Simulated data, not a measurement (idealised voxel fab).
process module | voxel self aligned vias
cross-section cut | 245 nm wide | cells 5 nm
A cross-section is a grid of square cells, given in bands from the top down. A band is one or more rows of cells.
Each band's line starts with the height of the band's top and of its bottom, in nm. Then come its materials from left to right, each with its width in nm. One material with "throughout" fills the band from edge to edge. "air" is empty space.
Height 0 is the level under which the wafer as received is all one material. The lowest band goes on downwards, as in "0 down".
A width such as "30 to 40" changes by the same amount from each row of cells to the next, from the band's top row to its bottom row.
"no change" after a step means that no cell of the cross-section changed.
closed voids: empty space of 8 cells or more with no open way to the top, each as width x height at its distance from the left edge, in nm
after a step's settings: what the simulator itself notes on the step
overlay nm, on a step with a mask: how far to the right of its planned place the mask lay; to the left if negative
plan
1 op RECEIVE | material Si
2 op CONFORMAL_DEP | material SiO2 | thk nm 15
3 op CONFORMAL_DEP | material SiCN | thk nm 5
4 op DIRECTIONAL_DEP | material SiO2 | thk nm 25
5 op MASKED_ETCH | tone open | mask id LINES | width nm 25 | pitch nm 65 | etch materials SiO2 | depth nm 25 | overlay nm 0
6 op CONFORMAL_DEP | material TiN | thk nm 5
7 op FILL_DEP | material Ru | thk nm 5
8 op CMP | height nm 45
9 op SELECTIVE_ETCH | etch materials W Ru TiN | depth nm 5
10 op FILL_DEP | material SiN | thk nm 5
11 op CMP | height nm 45
12 op DIRECTIONAL_DEP | material SiO2 | thk nm 15
13 op DIRECTIONAL_DEP | material aC | thk nm 10
14 op PATTERN | tone open | mask id VIAS | material resist | width nm 45 | pitch nm 130 | thk nm 25 | overlay nm 0
15 op DIRECTIONAL_ETCH | etch materials aC | depth nm 10
16 op STRIP | etch materials resist
17 op DIRECTIONAL_ETCH | etch materials SiO2 | depth nm 15
18 op DIRECTIONAL_ETCH | etch materials SiN | depth nm 5
19 op STRIP | etch materials aC
20 op CONFORMAL_DEP | material TiN | thk nm 5
21 op FILL_DEP | material Ru | thk nm 10
22 op CMP | height nm 60
23 op CONFORMAL_DEP | material SiN | thk nm 5
varied across the wafers: thk nm of step 3. The plan shows the first wafer's value. All wafers start alike
first wafer as received, after step 1
  0 down: Si throughout
  closed voids: none
each wafer at the end: cells of each material gained (+) or lost (-) since it was received, then its closed voids
thk nm 5 | +61 Ru | +49 SiCN | +54 SiN | +410 SiO2 | +63 TiN | closed voids: none
thk nm 10 | +52 Ru | +98 SiCN | +54 SiN | +376 SiO2 | +57 TiN | closed voids: none
thk nm 15 | +43 Ru | +147 SiCN | +54 SiN | +342 SiO2 | +51 TiN | closed voids: none
thk nm 20 | +34 Ru | +196 SiCN | +54 SiN | +308 SiO2 | +45 TiN | closed voids: none
